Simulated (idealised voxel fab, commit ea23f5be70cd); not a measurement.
Proc. module: voxel capacitor over wiring
For reference, the cross-section in this document is cut, with width 145 nm and square cells of 5 nm.
Heads up, the way a cross-section reads in here is a grid of square cells, handed over as bands from the top down, with every band being one or more rows of cells.
Each band's line starts with the height of the band's top and of its bottom, in nm. Then come its materials from left to right, each with its width in nm. One material with "all across" fills the band from edge to edge. "air" is empty space.
Where do heights start? At 0: under that level the wafer as delivered is made of one material only. And the lowest band has no floor; it just carries on downward, as in "0 nm and below".
Think of "30->40" as a width that walks from the first number to the second as you go down the band, top row to bottom row, taking equal-sized steps from row to row.
"remains unaltered" (step): cross-section cells unchanged, all of them.
The list in "Sealed void list" covers empty spaces of 8 cells or more that cannot reach the top through any open way, and it gives each as width x height at distance; the distance is from the left edge, and width, height and distance are in nm.
It should be noted that, on the line of a given step, the content following the step's settings is a remark produced by the simulator itself with respect to that step.
For masked steps, "overlay nm" on the step line gives how far right of plan the mask actually lay; a minus sign means it lay to the left.

This section lists the process steps that were planned:
1,RECEIVE, material Si
2,CONFORMAL_DEP, material SiO2, thk nm 15
3,DIRECTIONAL_DEP, material TiN, thk nm 5
4,DIRECTIONAL_DEP, material W, thk nm 15
5,DIRECTIONAL_DEP, material aC, thk nm 10
6,PATTERN, tone cover, mask id METAL_1, material resist, width nm 30, pitch nm 85, thk nm 30, overlay nm 0
7,DIRECTIONAL_ETCH, etch materials aC, depth nm 10
8,STRIP, etch materials resist
9,DIRECTIONAL_ETCH, etch materials W, depth nm 15
10,DIRECTIONAL_ETCH, etch materials TiN, depth nm 5
11,STRIP, etch materials aC
12,FILL_DEP, material lowk, thk nm 5
13,CMP, height nm 35
14,CONFORMAL_DEP, material SiCN, thk nm 5
15,DIRECTIONAL_DEP, material lowk, thk nm 20
16,PATTERN, tone open, mask id PLUG_1, material resist, width nm 15, thk nm 15, overlay nm 0
17,DIRECTIONAL_ETCH, etch materials lowk, depth nm 20
18,DIRECTIONAL_ETCH, etch materials SiCN, depth nm 5
19,STRIP, etch materials resist
20,EPI, material Ru, thk nm 10
21,EPI, material Ru, thk nm 10
22,EPI, material Ru, thk nm 5
23,DIRECTIONAL_DEP, material TiN, thk nm 5
24,DIRECTIONAL_DEP, material HfO2, thk nm 5
25,DIRECTIONAL_DEP, material TiN, thk nm 10
26,MASKED_ETCH, tone cover, mask id UPPER_PLATE, width nm 60, etch materials TiN, depth nm 10, overlay nm 0
27,MASKED_ETCH, tone cover, mask id UPPER_PLATE, width nm 60, etch materials HfO2, depth nm 5, overlay nm 0
28,DIRECTIONAL_DEP, material aC, thk nm 15
29,PATTERN, tone cover, mask id LOWER_PLATE, material resist, width nm 70, thk nm 30, overlay nm 0
30,DIRECTIONAL_ETCH, etch materials aC, depth nm 15
31,STRIP, etch materials resist
32,DIRECTIONAL_ETCH, etch materials TiN, depth nm 5
33,STRIP, etch materials aC
34,FILL_DEP, material SiO2, thk nm 20
35,CMP, height nm 95
36,DIRECTIONAL_DEP, material aC, thk nm 15
37,PATTERN, tone open, mask id PLUG_2, material resist, width nm 15, thk nm 30, overlay nm 0
38,DIRECTIONAL_ETCH, etch materials aC, depth nm 15
39,STRIP, etch materials resist
40,DIRECTIONAL_ETCH, etch materials SiO2, depth nm 15
41,STRIP, etch materials aC
42,CONFORMAL_DEP, material TiN, thk nm 5
43,FILL_DEP, material Ru, thk nm 5
44,CMP, height nm 95
45,CONFORMAL_DEP, material SiCN, thk nm 5

First wafer, two in total, run as planned:

As received (post step 1): cross-section:
- 0 nm and below | Si all across
- Sealed void list: none

Cross-section through the wafer, step 2 finished:
- 15 nm to 0 nm | SiO2 all across
- All layers under 0 are left as they were.

Cross-section through the wafer, step 3 finished:
- 20 nm to 15 nm | TiN all across
- All layers under 15 are left as they were.

Cross-section through the wafer, step 4 finished:
- 35 nm to 20 nm | W all across
- All layers under 20 are left as they were.

Cross-section through the wafer, step 5 finished:
- 45 nm to 35 nm | aC all across
- All layers under 35 are left as they were.

Cross-section through the wafer, step 6 finished:
- 75 nm to 45 nm | air: 15, then resist: 30, then air: 55, then resist: 30, then air: 15
- All layers under 45 are left as they were.

Cross-section through the wafer, step 7 finished:
- 65 nm to 45 nm | air: 15, then resist: 30, then air: 55, then resist: 30, then air: 15
- 45 nm to 35 nm | air: 15, then aC: 30, then air: 55, then aC: 30, then air: 15
- All layers under 35 are left as they were.

Cross-section through the wafer, step 8 finished:
- 45 nm to 35 nm | air: 15, then aC: 30, then air: 55, then aC: 30, then air: 15
- All layers under 35 are left as they were.

Cross-section through the wafer, step 9 finished:
- 45 nm to 35 nm | air: 15, then aC: 30, then air: 55, then aC: 30, then air: 15
- 35 nm to 20 nm | air: 15, then W: 30, then air: 55, then W: 30, then air: 15
- All layers under 20 are left as they were.

Cross-section through the wafer, step 10 finished:
- 45 nm to 35 nm | air: 15, then aC: 30, then air: 55, then aC: 30, then air: 15
- 35 nm to 20 nm | air: 15, then W: 30, then air: 55, then W: 30, then air: 15
- 20 nm to 15 nm | air: 15, then TiN: 30, then air: 55, then TiN: 30, then air: 15
- All layers under 15 are left as they were.

Cross-section through the wafer, step 11 finished:
- 35 nm to 20 nm | air: 15, then W: 30, then air: 55, then W: 30, then air: 15
- All layers under 20 are left as they were.

Cross-section through the wafer, step 12 finished:
- 40 nm to 35 nm | lowk all across
- 35 nm to 20 nm | lowk: 15, then W: 30, then lowk: 55, then W: 30, then lowk: 15
- 20 nm to 15 nm | lowk: 15, then TiN: 30, then lowk: 55, then TiN: 30, then lowk: 15
- All layers under 15 are left as they were.

Cross-section through the wafer, step 13 finished:
- 35 nm to 20 nm | lowk: 15, then W: 30, then lowk: 55, then W: 30, then lowk: 15
- All layers under 20 are left as they were.

Cross-section through the wafer, step 14 finished:
- 40 nm to 35 nm | SiCN all across
- All layers under 35 are left as they were.

Cross-section through the wafer, step 15 finished:
- 60 nm to 40 nm | lowk all across
- All layers under 40 are left as they were.

Cross-section through the wafer, step 16 finished:
- 75 nm to 60 nm | resist: 30, then air: 15, then resist: 100
- All layers under 60 are left as they were.

Cross-section through the wafer, step 17 finished:
- 75 nm to 60 nm | resist: 30, then air: 15, then resist: 100
- 60 nm to 40 nm | lowk: 30, then air: 15, then lowk: 100
- All layers under 40 are left as they were.

Cross-section through the wafer, step 18 finished:
- 75 nm to 60 nm | resist: 30, then air: 15, then resist: 100
- 60 nm to 40 nm | lowk: 30, then air: 15, then lowk: 100
- 40 nm to 35 nm | SiCN: 30, then air: 15, then SiCN: 100
- All layers under 35 are left as they were.

Cross-section through the wafer, step 19 finished:
- 60 nm to 40 nm | lowk: 30, then air: 15, then lowk: 100
- All layers under 40 are left as they were.

Cross-section through the wafer, step 20 finished:
- 60 nm to 45 nm | lowk: 30, then air: 15, then lowk: 100
- 45 nm to 40 nm | lowk: 30, then Ru: 15, then lowk: 100
- 40 nm to 35 nm | SiCN: 30, then Ru: 15, then SiCN: 100
- All layers under 35 are left as they were.

Cross-section through the wafer, step 21 finished:
- 60 nm to 55 nm | lowk: 30, then air: 15, then lowk: 100
- 55 nm to 40 nm | lowk: 30, then Ru: 15, then lowk: 100
- All layers under 40 are left as they were.

Cross-section through the wafer, step 22 finished:
- 60 nm to 40 nm | lowk: 30, then Ru: 15, then lowk: 100
- All layers under 40 are left as they were.

Cross-section through the wafer, step 23 finished:
- 65 nm to 60 nm | TiN all across
- All layers under 60 are left as they were.

Cross-section through the wafer, step 24 finished:
- 70 nm to 65 nm | HfO2 all across
- All layers under 65 are left as they were.

Cross-section through the wafer, step 25 finished:
- 80 nm to 70 nm | TiN all across
- All layers under 70 are left as they were.

Cross-section through the wafer, step 26 finished:
- 80 nm to 70 nm | air: 30, then TiN: 60, then air: 55
- All layers under 70 are left as they were.

Cross-section through the wafer, step 27 finished:
- 80 nm to 70 nm | air: 30, then TiN: 60, then air: 55
- 70 nm to 65 nm | air: 30, then HfO2: 60, then air: 55
- All layers under 65 are left as they were.

Cross-section through the wafer, step 28 finished:
- 95 nm to 80 nm | air: 30, then aC: 60, then air: 55
- 80 nm to 70 nm | aC: 30, then TiN: 60, then aC: 55
- 70 nm to 65 nm | aC: 30, then HfO2: 60, then aC: 55
- All layers under 65 are left as they were.

Cross-section through the wafer, step 29 finished:
- 125 nm to 95 nm | air: 25, then resist: 70, then air: 50
- 95 nm to 80 nm | air: 25, then resist: 5, then aC: 60, then resist: 5, then air: 50
- All layers under 80 are left as they were.

Cross-section through the wafer, step 30 finished:
- 110 nm to 95 nm | air: 25, then resist: 70, then air: 50
- 95 nm to 80 nm | air: 25, then resist: 5, then aC: 60, then resist: 5, then air: 50
- 80 nm to 70 nm | air: 25, then aC: 5, then TiN: 60, then aC: 5, then air: 50
- 70 nm to 65 nm | air: 25, then aC: 5, then HfO2: 60, then aC: 5, then air: 50
- All layers under 65 are left as they were.

Cross-section through the wafer, step 31 finished:
- 95 nm to 80 nm | air: 30, then aC: 60, then air: 55
- All layers under 80 are left as they were.

Cross-section through the wafer, step 32 finished:
- 95 nm to 80 nm | air: 30, then aC: 60, then air: 55
- 80 nm to 70 nm | air: 25, then aC: 5, then TiN: 60, then aC: 5, then air: 50
- 70 nm to 65 nm | air: 25, then aC: 5, then HfO2: 60, then aC: 5, then air: 50
- 65 nm to 60 nm | air: 25, then TiN: 70, then air: 50
- All layers under 60 are left as they were.

Cross-section through the wafer, step 33 finished:
- 80 nm to 70 nm | air: 30, then TiN: 60, then air: 55
- 70 nm to 65 nm | air: 30, then HfO2: 60, then air: 55
- All layers under 65 are left as they were.

Cross-section through the wafer, step 34 finished:
- 100 nm to 80 nm | SiO2 all across
- 80 nm to 70 nm | SiO2: 30, then TiN: 60, then SiO2: 55
- 70 nm to 65 nm | SiO2: 30, then HfO2: 60, then SiO2: 55
- 65 nm to 60 nm | SiO2: 25, then TiN: 70, then SiO2: 50
- All layers under 60 are left as they were.

Cross-section through the wafer, step 35 finished:
- 95 nm to 80 nm | SiO2 all across
- All layers under 80 are left as they were.

Cross-section through the wafer, step 36 finished:
- 110 nm to 95 nm | aC all across
- All layers under 95 are left as they were.

Cross-section through the wafer, step 37 finished:
- 140 nm to 110 nm | resist: 40, then air: 15, then resist: 90
- All layers under 110 are left as they were.

Cross-section through the wafer, step 38 finished:
- 125 nm to 110 nm | resist: 40, then air: 15, then resist: 90
- 110 nm to 95 nm | aC: 40, then air: 15, then aC: 90
- All layers under 95 are left as they were.

Cross-section through the wafer, step 39 finished:
- 110 nm to 95 nm | aC: 40, then air: 15, then aC: 90
- All layers under 95 are left as they were.

Cross-section through the wafer, step 40 finished:
- 110 nm to 95 nm | aC: 40, then air: 15, then aC: 90
- 95 nm to 80 nm | SiO2: 40, then air: 15, then SiO2: 90
- All layers under 80 are left as they were.

Cross-section through the wafer, step 41 finished:
- 95 nm to 80 nm | SiO2: 40, then air: 15, then SiO2: 90
- All layers under 80 are left as they were.

Cross-section through the wafer, step 42 finished:
- 100 nm to 95 nm | TiN: 45, then air: 5, then TiN: 95
- 95 nm to 85 nm | SiO2: 40, then TiN: 5, then air: 5, then TiN: 5, then SiO2: 90
- 85 nm to 80 nm | SiO2: 40, then TiN: 15, then SiO2: 90
- All layers under 80 are left as they were.

Cross-section through the wafer, step 43 finished:
- 105 nm to 100 nm | Ru all across
- 100 nm to 95 nm | TiN: 45, then Ru: 5, then TiN: 95
- 95 nm to 85 nm | SiO2: 40, then TiN: 5, then Ru: 5, then TiN: 5, then SiO2: 90
- All layers under 85 are left as they were.

Cross-section through the wafer, step 44 finished:
- 95 nm to 85 nm | SiO2: 40, then TiN: 5, then Ru: 5, then TiN: 5, then SiO2: 90
- All layers under 85 are left as they were.

Cross-section through the wafer, step 45 finished:
- 100 nm to 95 nm | SiCN all across
- All layers under 95 are left as they were.

The second wafer was prepared from the same starting point and under the same plan as the first; its processing contained one mistake, and it remains indistinguishable from the first wafer up to and including step 27:

The second wafer in cross-section, at the planned close of step 28:
- 95 nm to 80 nm | air: 30, then lowk: 60, then air: 55
- 80 nm to 70 nm | lowk: 30, then TiN: 60, then lowk: 55
- 70 nm to 65 nm | lowk: 30, then HfO2: 60, then lowk: 55
- All layers under 65 are left as they were.

The second wafer in cross-section, at the planned close of step 29:
- 125 nm to 95 nm | air: 25, then resist: 70, then air: 50
- 95 nm to 80 nm | air: 25, then resist: 5, then lowk: 60, then resist: 5, then air: 50
- All layers under 80 are left as they were.

The second wafer in cross-section, at the planned close of step 30:
- 110 nm to 95 nm | air: 25, then resist: 70, then air: 50
- All layers under 95 are left as they were.

The second wafer in cross-section, at the planned close of step 31:
- 95 nm to 80 nm | air: 30, then lowk: 60, then air: 55
- All layers under 80 are left as they were.

The second wafer in cross-section, at the planned close of step 32: remains unaltered

The second wafer in cross-section, at the planned close of step 33: remains unaltered

The second wafer in cross-section, at the planned close of step 34:
- 115 nm to 95 nm | SiO2 all across
- 95 nm to 80 nm | SiO2: 30, then lowk: 60, then SiO2: 55
- All layers under 80 are left as they were.

The second wafer in cross-section, at the planned close of step 35:
- 95 nm to 80 nm | SiO2: 30, then lowk: 60, then SiO2: 55
- All layers under 80 are left as they were.

The second wafer in cross-section, at the planned close of step 36:
- 110 nm to 95 nm | aC all across
- All layers under 95 are left as they were.

The second wafer in cross-section, at the planned close of step 37:
- 140 nm to 110 nm | resist: 40, then air: 15, then resist: 90
- All layers under 110 are left as they were.

The second wafer in cross-section, at the planned close of step 38:
- 125 nm to 110 nm | resist: 40, then air: 15, then resist: 90
- 110 nm to 95 nm | aC: 40, then air: 15, then aC: 90
- All layers under 95 are left as they were.

The second wafer in cross-section, at the planned close of step 39:
- 110 nm to 95 nm | aC: 40, then air: 15, then aC: 90
- All layers under 95 are left as they were.

The second wafer in cross-section, at the planned close of step 40: remains unaltered

The second wafer in cross-section, at the planned close of step 41:
- 95 nm to 80 nm | SiO2: 30, then lowk: 60, then SiO2: 55
- All layers under 80 are left as they were.

The second wafer in cross-section, at the planned close of step 42:
- 100 nm to 95 nm | TiN all across
- All layers under 95 are left as they were.

The second wafer in cross-section, at the planned close of step 43:
- 105 nm to 100 nm | Ru all across
- All layers under 100 are left as they were.

The second wafer in cross-section, at the planned close of step 44:
- 95 nm to 80 nm | SiO2: 30, then lowk: 60, then SiO2: 55
- All layers under 80 are left as they were.

The second wafer in cross-section, at the planned close of step 45:
- 100 nm to 95 nm | SiCN all across
- All layers under 95 are left as they were.
What was the processing mistake? step 28 did not use the planned setting and instead ran as DIRECTIONAL_DEP, material lowk, thk nm 15
Counted in cells at the end, the second wafer holds more or fewer of these materials than the first: Ru -2 | SiO2 -93 | TiN +8 | lowk +87
